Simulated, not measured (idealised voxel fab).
This section sets out a process module, namely voxel released beams.
Cross-sectional view cut (width: 145 nm; square cell size: 5 nm).
Throughout this document, each cross-section is represented as a grid of square cells and is presented as a sequence of bands enumerated from the top downward, where a band comprises one or more rows of cells.
The band entry comprises the height of the band's top followed by the height of its bottom, expressed in nm, and subsequently the band's materials from left to right, each stated together with its width in nm. Where a single material is marked with the word "edge to edge", that material fills the band from edge to edge. The word "empty" represents empty space.
Height reference: 0 = level under which incoming wafer is all one material. Lowest band: no bottom, runs on downward, e.g. "top 0, no bottom".
Think of "30 to 40" as a width that walks from the first number to the second as you go down the band, top row to bottom row, taking equal-sized steps from row to row.
The designation "all unchanged", where it is given for a processing step, indicates that no cell of the cross-section was altered in the course of that step.
Any empty space of 8 cells or more lacking an open way to the top shows up in "Cavities, closed" as width x height at distance, distance from the left edge, in nm.
Post-settings text on a step line: simulator's own remark regarding the step.
overlay nm: on a step with a mask, how far right of its planned place the mask lay; negative means left.
## Steps planned for the process
1,op RECEIVE | material Si
2,op CONFORMAL_DEP | material Al2O3 | thk nm 5
3,op DIRECTIONAL_DEP | material SiO2 | thk nm 20
4,op DIRECTIONAL_DEP | material aC | thk nm 10
5,op PATTERN | tone open | mask id ANCHOR | material resist | width nm 25 | thk nm 30 | overlay nm 0
6,op DIRECTIONAL_ETCH | etch materials aC | depth nm 10
7,op STRIP | etch materials resist
8,op DIRECTIONAL_ETCH | etch materials SiO2 | depth nm 20
9,op STRIP | etch materials aC
10,op CONFORMAL_DEP | material polySi | thk nm 10
11,op DIRECTIONAL_DEP | material aC | thk nm 15
12,op PATTERN | tone cover | mask id BEAM | material resist | width nm 80 | thk nm 30 | overlay nm 0
13,op DIRECTIONAL_ETCH | etch materials aC | depth nm 15
14,op STRIP | etch materials resist
15,op DIRECTIONAL_ETCH | etch materials polySi | depth nm 10
16,op STRIP | etch materials aC
17,op STRIP | etch materials SiO2
## Wafer, first of two, run as planned
## Shown in cross-section is the wafer as received, that is, as it stands after step 1
    top 0, no bottom = Si edge to edge
    Cavities, closed: none
## Sectional view: wafer, after step 2
    top 5, bottom 0 = Al2O3 edge to edge
    Anything lower than 0 is untouched.
## Sectional view: wafer, after step 3
    top 25, bottom 5 = SiO2 edge to edge
    Anything lower than 5 is untouched.
## Sectional view: wafer, after step 4
    top 35, bottom 25 = aC edge to edge
    Anything lower than 25 is untouched.
## Sectional view: wafer, after step 5
    top 65, bottom 35 = 35 resist, 25 empty, 85 resist
    Anything lower than 35 is untouched.
## Sectional view: wafer, after step 6
    top 55, bottom 35 = 35 resist, 25 empty, 85 resist
    top 35, bottom 25 = 35 aC, 25 empty, 85 aC
    Anything lower than 25 is untouched.
## Sectional view: wafer, after step 7
    top 35, bottom 25 = 35 aC, 25 empty, 85 aC
    Anything lower than 25 is untouched.
## Sectional view: wafer, after step 8
    top 35, bottom 25 = 35 aC, 25 empty, 85 aC
    top 25, bottom 5 = 35 SiO2, 25 empty, 85 SiO2
    Anything lower than 5 is untouched.
## Sectional view: wafer, after step 9
    top 25, bottom 5 = 35 SiO2, 25 empty, 85 SiO2
    Anything lower than 5 is untouched.
## Sectional view: wafer, after step 10
    top 35, bottom 25 = 45 polySi, 5 empty, 95 polySi
    top 25, bottom 15 = 35 SiO2, 10 polySi, 5 empty, 10 polySi, 85 SiO2
    top 15, bottom 5 = 35 SiO2, 25 polySi, 85 SiO2
    Anything lower than 5 is untouched.
## Sectional view: wafer, after step 11
    top 50, bottom 35 = 45 aC, 5 empty, 95 aC
    top 35, bottom 30 = 45 polySi, 5 empty, 95 polySi
    top 30, bottom 25 = 45 polySi, 5 aC, 95 polySi
    top 25, bottom 15 = 35 SiO2, 10 polySi, 5 aC, 10 polySi, 85 SiO2
    Anything lower than 15 is untouched.
## Sectional view: wafer, after step 12
    top 80, bottom 50 = 30 empty, 80 resist, 35 empty
    top 50, bottom 35 = 45 aC, 5 resist, 95 aC
    top 35, bottom 30 = 45 polySi, 5 resist, 95 polySi
    Anything lower than 30 is untouched.
## Sectional view: wafer, after step 13
    top 65, bottom 50 = 30 empty, 80 resist, 35 empty
    top 50, bottom 35 = 30 empty, 15 aC, 5 resist, 60 aC, 35 empty
    Anything lower than 35 is untouched.
## Sectional view: wafer, after step 14
    top 50, bottom 35 = 30 empty, 15 aC, 5 empty, 60 aC, 35 empty
    top 35, bottom 30 = 45 polySi, 5 empty, 95 polySi
    Anything lower than 30 is untouched.
## Sectional view: wafer, after step 15
    top 50, bottom 35 = 30 empty, 15 aC, 5 empty, 60 aC, 35 empty
    top 35, bottom 30 = 30 empty, 15 polySi, 5 empty, 60 polySi, 35 empty
    top 30, bottom 25 = 30 empty, 15 polySi, 5 aC, 60 polySi, 35 empty
    Anything lower than 25 is untouched.
## Sectional view: wafer, after step 16
    top 35, bottom 25 = 30 empty, 15 polySi, 5 empty, 60 polySi, 35 empty
    top 25, bottom 15 = 35 SiO2, 10 polySi, 5 empty, 10 polySi, 85 SiO2
    Anything lower than 15 is untouched.
## Sectional view: wafer, after step 17
    top 35, bottom 25 = 30 empty, 15 polySi, 5 empty, 60 polySi, 35 empty
    top 25, bottom 15 = 35 empty, 10 polySi, 5 empty, 10 polySi, 85 empty
    top 15, bottom 5 = 35 empty, 25 polySi, 85 empty
    Anything lower than 5 is untouched.
## second wafer: like start, like plan, one mistake. Through step 4 it matches the first wafer
## Second wafer, sectioned view, at step 5's planned end time
    top 65, bottom 35 = 45 resist, 25 empty, 75 resist
    Anything lower than 35 is untouched.
## Second wafer, sectioned view, at step 6's planned end time
    top 55, bottom 35 = 45 resist, 25 empty, 75 resist
    top 35, bottom 25 = 45 aC, 25 empty, 75 aC
    Anything lower than 25 is untouched.
## Second wafer, sectioned view, at step 7's planned end time
    top 35, bottom 25 = 45 aC, 25 empty, 75 aC
    Anything lower than 25 is untouched.
## Second wafer, sectioned view, at step 8's planned end time
    top 35, bottom 25 = 45 aC, 25 empty, 75 aC
    top 25, bottom 5 = 45 SiO2, 25 empty, 75 SiO2
    Anything lower than 5 is untouched.
## Second wafer, sectioned view, at step 9's planned end time
    top 25, bottom 5 = 45 SiO2, 25 empty, 75 SiO2
    Anything lower than 5 is untouched.
## Second wafer, sectioned view, at step 10's planned end time
    top 35, bottom 25 = 55 polySi, 5 empty, 85 polySi
    top 25, bottom 15 = 45 SiO2, 10 polySi, 5 empty, 10 polySi, 75 SiO2
    top 15, bottom 5 = 45 SiO2, 25 polySi, 75 SiO2
    Anything lower than 5 is untouched.
## Second wafer, sectioned view, at step 11's planned end time
    top 50, bottom 35 = 55 aC, 5 empty, 85 aC
    top 35, bottom 30 = 55 polySi, 5 empty, 85 polySi
    top 30, bottom 25 = 55 polySi, 5 aC, 85 polySi
    top 25, bottom 15 = 45 SiO2, 10 polySi, 5 aC, 10 polySi, 75 SiO2
    Anything lower than 15 is untouched.
## Second wafer, sectioned view, at step 12's planned end time
    top 80, bottom 50 = 30 empty, 80 resist, 35 empty
    top 50, bottom 35 = 55 aC, 5 resist, 85 aC
    top 35, bottom 30 = 55 polySi, 5 resist, 85 polySi
    Anything lower than 30 is untouched.
## Second wafer, sectioned view, at step 13's planned end time
    top 65, bottom 50 = 30 empty, 80 resist, 35 empty
    top 50, bottom 35 = 30 empty, 25 aC, 5 resist, 50 aC, 35 empty
    Anything lower than 35 is untouched.
## Second wafer, sectioned view, at step 14's planned end time
    top 50, bottom 35 = 30 empty, 25 aC, 5 empty, 50 aC, 35 empty
    top 35, bottom 30 = 55 polySi, 5 empty, 85 polySi
    Anything lower than 30 is untouched.
## Second wafer, sectioned view, at step 15's planned end time
    top 50, bottom 35 = 30 empty, 25 aC, 5 empty, 50 aC, 35 empty
    top 35, bottom 30 = 30 empty, 25 polySi, 5 empty, 50 polySi, 35 empty
    top 30, bottom 25 = 30 empty, 25 polySi, 5 aC, 50 polySi, 35 empty
    Anything lower than 25 is untouched.
## Second wafer, sectioned view, at step 16's planned end time
    top 35, bottom 25 = 30 empty, 25 polySi, 5 empty, 50 polySi, 35 empty
    top 25, bottom 15 = 45 SiO2, 10 polySi, 5 empty, 10 polySi, 75 SiO2
    Anything lower than 15 is untouched.
## Second wafer, sectioned view, at step 17's planned end time
    top 35, bottom 25 = 30 empty, 25 polySi, 5 empty, 50 polySi, 35 empty
    top 25, bottom 15 = 45 empty, 10 polySi, 5 empty, 10 polySi, 75 empty
    top 15, bottom 5 = 45 empty, 25 polySi, 75 empty
    Anything lower than 5 is untouched.
Processing error: step 5: run off-plan, actual operation and settings op PATTERN | tone open | mask id ANCHOR | material resist | width nm 25 | thk nm 30 | overlay nm 10
Final state: per-material cell counts identical on both wafers; locations differ.
